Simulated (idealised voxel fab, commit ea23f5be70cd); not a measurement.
Herein follows the process module entitled voxel wiring stack.
Displayed cross-section: cut, width of 245 nm, square cells sized 5 nm.
Cross-section format: a grid of square cells, given as bands from top to bottom; each band is one or more rows of cells. Within each band entry, the heights of the top and of the bottom of the band appear first, in that order and in nm; the materials of the band then follow from left to right, each with its corresponding width in nm. The designation "everywhere" on a single material indicates that it fills the band from edge to edge; the designation "blank" indicates empty space. Heights are measured from 0, the level below which the as-received wafer is all one material; the lowest band has no bottom and continues downward, written as in "from 0 down". Think of "30..40" as a width that walks from the first number to the second as you go down the band, top row to bottom row, taking equal-sized steps from row to row. "remains unaltered" for a step: no cell of the cross-section changed in that step. Closed-off voids of 8+ cells (no open route to the top) go in "Closed internal voids", written width x height at distance from the left edge, in nm. If you see something after the settings on a step's line, that's the simulator's own remark about that step. When a step includes a mask, the "overlay nm" setting on its line states how far to the right of its planned place that mask lay, and negative values state how far to the left. What follows is a series of pairs. Each pair shows a cross-section before one process step and the cross-section after it, and the after view is drawn only down to the lowest band that changed. Beneath each pair is the step that lies between the two, with its settings. Pairs may come from different runs of this module on the same starting wafer, so a pair continues from the one above it only where its entry headed "Preceding state" says so.
[Preceding state]
* from 55 to 40  lowk 95 nm, blank 15 nm, lowk 35 nm, blank 15 nm, lowk 85 nm
* from 40 to 35  SiCN 95 nm, blank 15 nm, SiCN 35 nm, blank 15 nm, SiCN 85 nm
* from 35 to 20  SiO2 80 nm, Ru 30 nm, SiO2 20 nm, Ru 30 nm, SiO2 85 nm
* from 20 to 15  SiO2 80 nm, TiN 30 nm, SiO2 20 nm, TiN 30 nm, SiO2 85 nm
* from 15 to 0  SiO2 everywhere
* from 0 down  Si everywhere
* Closed internal voids: none
[Post-Step Section View]
* from 60 to 55  TiN 100 nm, blank 5 nm, TiN 45 nm, blank 5 nm, TiN 90 nm
* from 55 to 40  lowk 95 nm, TiN 5 nm, blank 5 nm, TiN 5 nm, lowk 35 nm, TiN 5 nm, blank 5 nm, TiN 5 nm, lowk 85 nm
* from 40 to 35  SiCN 95 nm, TiN 15 nm, SiCN 35 nm, TiN 15 nm, SiCN 85 nm
* Heights below 35 show no change.
* Closed internal voids: none
Which process step falls between the two cross-sections above? CONFORMAL_DEP,material TiN,thk nm 5
Preceding state: we pick up right where the pair above leaves off, with its after cross-section.
[Post-Step Section View]
* from 70 to 60  Cu everywhere
* from 60 to 55  TiN 100 nm, Cu 5 nm, TiN 45 nm, Cu 5 nm, TiN 90 nm
* from 55 to 40  lowk 95 nm, TiN 5 nm, Cu 5 nm, TiN 5 nm, lowk 35 nm, TiN 5 nm, Cu 5 nm, TiN 5 nm, lowk 85 nm
* Heights below 40 show no change.
* Closed internal voids: none
Which process step falls between the two cross-sections above? FILL_DEP,material Cu,thk nm 10
Preceding state: we pick up right where the pair above leaves off, with its after cross-section.
[Post-Step Section View]
* from 75 to 70  SiCN everywhere
* Heights below 70 show no change.
* Closed internal voids: none
Which process step falls between the two cross-sections above? CONFORMAL_DEP,material SiCN,thk nm 5
Preceding state: we pick up right where the pair above leaves off, with its after cross-section.
[Post-Step Section View]
* from 105 to 75  lowk everywhere
* Heights below 75 show no change.
* Closed internal voids: none
Which process step falls between the two cross-sections above? DIRECTIONAL_DEP,material lowk,thk nm 30
Preceding state: we pick up right where the pair above leaves off, with its after cross-section.
[Post-Step Section View]
* from 125 to 105  resist 80 nm, blank 30 nm, resist 20 nm, blank 30 nm, resist 85 nm
* Heights below 105 show no change.
* Closed internal voids: none
Which process step falls between the two cross-sections above? PATTERN,tone open,mask id METAL_3,material resist,width nm 30,pitch nm 50,thk nm 20,overlay nm 0
Preceding state: we pick up right where the pair above leaves off, with its after cross-section.
[Post-Step Section View]
* from 125 to 105  resist 80 nm, blank 30 nm, resist 20 nm, blank 30 nm, resist 85 nm
* from 105 to 90  lowk 80 nm, blank 30 nm, lowk 20 nm, blank 30 nm, lowk 85 nm
* Heights below 90 show no change.
* Closed internal voids: none
Which process step falls between the two cross-sections above? DIRECTIONAL_ETCH,etch materials lowk,depth nm 15
Preceding state: we pick up right where the pair above leaves off, with its after cross-section.
[Post-Step Section View]
* from 105 to 90  lowk 80 nm, blank 30 nm, lowk 20 nm, blank 30 nm, lowk 85 nm
* Heights below 90 show no change.
* Closed internal voids: none
Which process step falls between the two cross-sections above? STRIP,etch materials resist
Preceding state: we pick up right where the pair above leaves off, with its after cross-section.
[Post-Step Section View]
* from 120 to 105  resist 80 nm, blank 15 nm, resist 150 nm
* from 105 to 90  lowk 80 nm, blank 15 nm, resist 15 nm, lowk 20 nm, resist 30 nm, lowk 85 nm
* Heights below 90 show no change.
* Closed internal voids: none
Which process step falls between the two cross-sections above? PATTERN,tone open,mask id METAL_3_HOLES,material resist,width nm 15,thk nm 15,overlay nm 0
Preceding state: we pick up right where the pair above leaves off, with its after cross-section.
[Post-Step Section View]
* from 120 to 105  resist 80 nm, blank 15 nm, resist 150 nm
* from 105 to 90  lowk 80 nm, blank 15 nm, resist 15 nm, lowk 20 nm, resist 30 nm, lowk 85 nm
* from 90 to 75  lowk 80 nm, blank 15 nm, lowk 150 nm
* Heights below 75 show no change.
* Closed internal voids: none
Which process step falls between the two cross-sections above? DIRECTIONAL_ETCH,etch materials lowk,depth nm 15
Preceding state: we pick up right where the pair above leaves off, with its after cross-section.
[Post-Step Section View]
* from 120 to 105  resist 80 nm, blank 15 nm, resist 150 nm
* from 105 to 90  lowk 80 nm, blank 15 nm, resist 15 nm, lowk 20 nm, resist 30 nm, lowk 85 nm
* from 90 to 75  lowk 80 nm, blank 15 nm, lowk 150 nm
* from 75 to 70  SiCN 80 nm, blank 15 nm, SiCN 150 nm
* Heights below 70 show no change.
* Closed internal voids: none
Which process step falls between the two cross-sections above? DIRECTIONAL_ETCH,etch materials SiCN,depth nm 5
Preceding state: we pick up right where the pair above leaves off, with its after cross-section.
[Post-Step Section View]
* from 105 to 90  lowk 80 nm, blank 30 nm, lowk 20 nm, blank 30 nm, lowk 85 nm
* Heights below 90 show no change.
* Closed internal voids: none
Which process step falls between the two cross-sections above? STRIP,etch materials resist
Preceding state: we pick up right where the pair above leaves off, with its after cross-section.
[Post-Step Section View]
* from 110 to 105  TiN 85 nm, blank 20 nm, TiN 30 nm, blank 20 nm, TiN 90 nm
* from 105 to 95  lowk 80 nm, TiN 5 nm, blank 20 nm, TiN 5 nm, lowk 20 nm, TiN 5 nm, blank 20 nm, TiN 5 nm, lowk 85 nm
* from 95 to 90  lowk 80 nm, TiN 5 nm, blank 5 nm, TiN 20 nm, lowk 20 nm, TiN 30 nm, lowk 85 nm
* from 90 to 75  lowk 80 nm, TiN 5 nm, blank 5 nm, TiN 5 nm, lowk 150 nm
* from 75 to 70  SiCN 80 nm, TiN 15 nm, SiCN 150 nm
* Heights below 70 show no change.
* Closed internal voids: none
Which process step falls between the two cross-sections above? CONFORMAL_DEP,material TiN,thk nm 5
Preceding state: we pick up right where the pair above leaves off, with its after cross-section.
[Post-Step Section View]
* from 120 to 110  Cu everywhere
* from 110 to 105  TiN 85 nm, Cu 20 nm, TiN 30 nm, Cu 20 nm, TiN 90 nm
* from 105 to 95  lowk 80 nm, TiN 5 nm, Cu 20 nm, TiN 5 nm, lowk 20 nm, TiN 5 nm, Cu 20 nm, TiN 5 nm, lowk 85 nm
* from 95 to 90  lowk 80 nm, TiN 5 nm, Cu 5 nm, TiN 20 nm, lowk 20 nm, TiN 30 nm, lowk 85 nm
* from 90 to 75  lowk 80 nm, TiN 5 nm, Cu 5 nm, TiN 5 nm, lowk 150 nm
* Heights below 75 show no change.
* Closed internal voids: none
Which process step falls between the two cross-sections above? FILL_DEP,material Cu,thk nm 10
Preceding state: we pick up right where the pair above leaves off, with its after cross-section.
[Post-Step Section View]
* from 105 to 95  lowk 80 nm, TiN 5 nm, Cu 20 nm, TiN 5 nm, lowk 20 nm, TiN 5 nm, Cu 20 nm, TiN 5 nm, lowk 85 nm
* Heights below 95 show no change.
* Closed internal voids: none
Which process step falls between the two cross-sections above? CMP,height nm 105
Preceding state: we pick up right where the pair above leaves off, with its after cross-section.
[Post-Step Section View]
* from 110 to 105  SiN everywhere
* Heights below 105 show no change.
* Closed internal voids: none
Which process step falls between the two cross-sections above? CONFORMAL_DEP,material SiN,thk nm 5
